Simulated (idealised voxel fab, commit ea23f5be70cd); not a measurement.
Herein follows the process module entitled voxel self aligned contacts.
For reference, the cross-section in this document is cut, with width 230 nm and square cells of 5 nm.
Cross-sections here: square-cell grids, written as top-down lists of bands, a band being one or more rows of cells.
What a band's entry tells you: where the top is and where the bottom is, as heights in nm, and after that what lies inside, material by material from left to right, each with its width in nm. Empty space is written as the word "air", and a single material marked with the word "edge to edge" occupies the band from edge to edge.
The reference from which all heights are counted is 0, the level beneath which the as-received wafer is entirely one material; the lowest band, having no lower bound, proceeds downward and is written after the example "top 0, no bottom".
You'd read "30..40" like this: the band's top row of cells is as wide as the first number, its bottom row is as wide as the second, and going down, every row changes width by the same amount as the row before did.
The cross-section has no changed cell in any step marked "no change".
Closed-off voids of 8+ cells (no open route to the top) go in "Sealed void listing", written width x height at distance from the left edge, in nm.
It should be noted that, on the line of a given step, the content following the step's settings is a remark produced by the simulator itself with respect to that step.
For masked steps, "overlay nm" on the step line gives how far right of plan the mask actually lay; a minus sign means it lay to the left.
-- Intended process steps
| 1 | RECEIVE with material Si |
| 2 | OXIDIZE with depth nm 5 |
| 3 | DIRECTIONAL_DEP with material polySi, thk nm 30 |
| 4 | DIRECTIONAL_DEP with material SiN, thk nm 20 |
| 5 | MASKED_ETCH with tone cover, mask id GATE, width nm 25, pitch nm 55, etch materials SiN, depth nm 20, overlay nm 0 |
| 6 | MASKED_ETCH with tone cover, mask id GATE, width nm 25, pitch nm 55, etch materials polySi, depth nm 30, overlay nm 0 |
| 7 | CONFORMAL_DEP with material SiN, thk nm 5 |
| 8 | DIRECTIONAL_ETCH with etch materials SiN, depth nm 5 |
| 9 | FILL_DEP with material SiO2, thk nm 15 |
| 10 | CMP with height nm 60 |
| 11 | PATTERN with tone open, mask id CONTACT, material resist, width nm 40, thk nm 15, overlay nm 0 |
| 12 | DIRECTIONAL_ETCH with etch materials SiO2, depth nm 65 |
| 13 | STRIP with etch materials resist |
| 14 | CONFORMAL_DEP with material TiN, thk nm 5 |
| 15 | FILL_DEP with material Ru, thk nm 10 |
| 16 | CMP with height nm 60 |
| 17 | CONFORMAL_DEP with material SiCN, thk nm 5 |
-- Shown in cross-section is the wafer as received, that is, as it stands after step 1
> top 0, no bottom | Si edge to edge
> Sealed void listing: none
-- End state of the module in cross-section, given the above starting point and plan and one mistake in execution
> top 65, bottom 60 | SiCN edge to edge
> top 60, bottom 50 | SiO2 (95)  TiN (5..15)  Ru (35..10)  TiN (5..20)  SiO2 (90)
> top 50, bottom 30 | SiO2 (70)  SiN (35)  TiN (5)  Ru (10)  TiN (5)  SiN (35)  SiO2 (70)
> top 30, bottom 0 | SiO2 (70)  SiN (5)  polySi (25)  SiN (5)  TiN (5)  Ru (10)  TiN (5)  SiN (5)  polySi (25)  SiN (5)  SiO2 (70)
> top 0, bottom -5 | SiO2 (105)  TiN (20)  SiO2 (105)
> top -5, no bottom | Si edge to edge
> Sealed void listing: none
The plan and the run diverged here: in deviation from the planned setting, step 11 was conducted as PATTERN with tone open, mask id CONTACT, material resist, width nm 45, thk nm 15, overlay nm 0
